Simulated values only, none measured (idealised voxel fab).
The following is a process module called voxel ribs on slabs.
For reference, the cross-section in this document is cut, with width 275 nm and square cells of 5 nm.
This document writes a cross-section as a grid whose cells are square, and gives it as bands, listed from the top down; one or more rows of cells form a band. The band entry comprises the height of the band's top followed by the height of its bottom, expressed in nm, and subsequently the band's materials from left to right, each stated together with its width in nm. Where a single material is marked with the word "full width", that material fills the band from edge to edge. The word "empty" represents empty space. Heights from 0 (as-received wafer is one material below). Bottom band endless downward, as "0 nm and below". The two numbers in a width such as "30..40" mark its ends across the band: the first belongs to the top row of cells, the second to the bottom row, and from each row to the next the width moves by the same amount. "all unchanged", as given for a step, is the statement that not any cell of the cross-section underwent a change during that step. "Unvented voids" enumerates empty spaces isolated from the top, with no open way to it, that contain at least 8 cells, giving each as width x height at distance from the left edge, all three in nm. What comes after the settings on a step's line is commentary from the simulator itself on that step. When a step includes a mask, the "overlay nm" setting on its line states how far to the right of its planned place that mask lay, and negative values state how far to the left.
Planned process steps:
1: RECEIVE [material Si]
2: DIRECTIONAL_DEP [material SiO2] [thk nm 20]
3: DIRECTIONAL_DEP [material SiN] [thk nm 20]
4: MASKED_ETCH [tone cover] [mask id RIB] [width nm 25] [etch materials SiN] [depth nm 10] [overlay nm 0]
5: MASKED_ETCH [tone cover] [mask id SLAB] [width nm 55] [etch materials SiN] [depth nm 10] [overlay nm 0]
6: FILL_DEP [material SiO2] [thk nm 25]
7: CMP [height nm 60]
8: DIRECTIONAL_DEP [material TiN] [thk nm 5]
9: PATTERN [tone cover] [mask id HEATER] [material resist] [width nm 35] [thk nm 20] [overlay nm 0]
10: DIRECTIONAL_ETCH [etch materials TiN] [depth nm 5]
11: STRIP [etch materials resist]
12: CONFORMAL_DEP [material SiN] [thk nm 10]
Wafer cross-section on receipt, i.e. after step 1:
0 nm and below: Si full width
Unvented voids: none
What the wafer looks like in cross-section after this module, when it starts as shown above and follows the plan above but one mistake is made in running it:
75 nm to 70 nm: empty: 110, then SiN: 55, then empty: 110
70 nm to 65 nm: SiN full width
65 nm to 60 nm: SiN: 120, then TiN: 35, then SiN: 120
60 nm to 20 nm: SiO2 full width
20 nm to 0 nm: SiN full width
0 nm and below: Si full width
Unvented voids: none
Heads up, the wafer didn't run the way we planned it: the run placed steps 2 and 3 each in the position the plan gave to the other
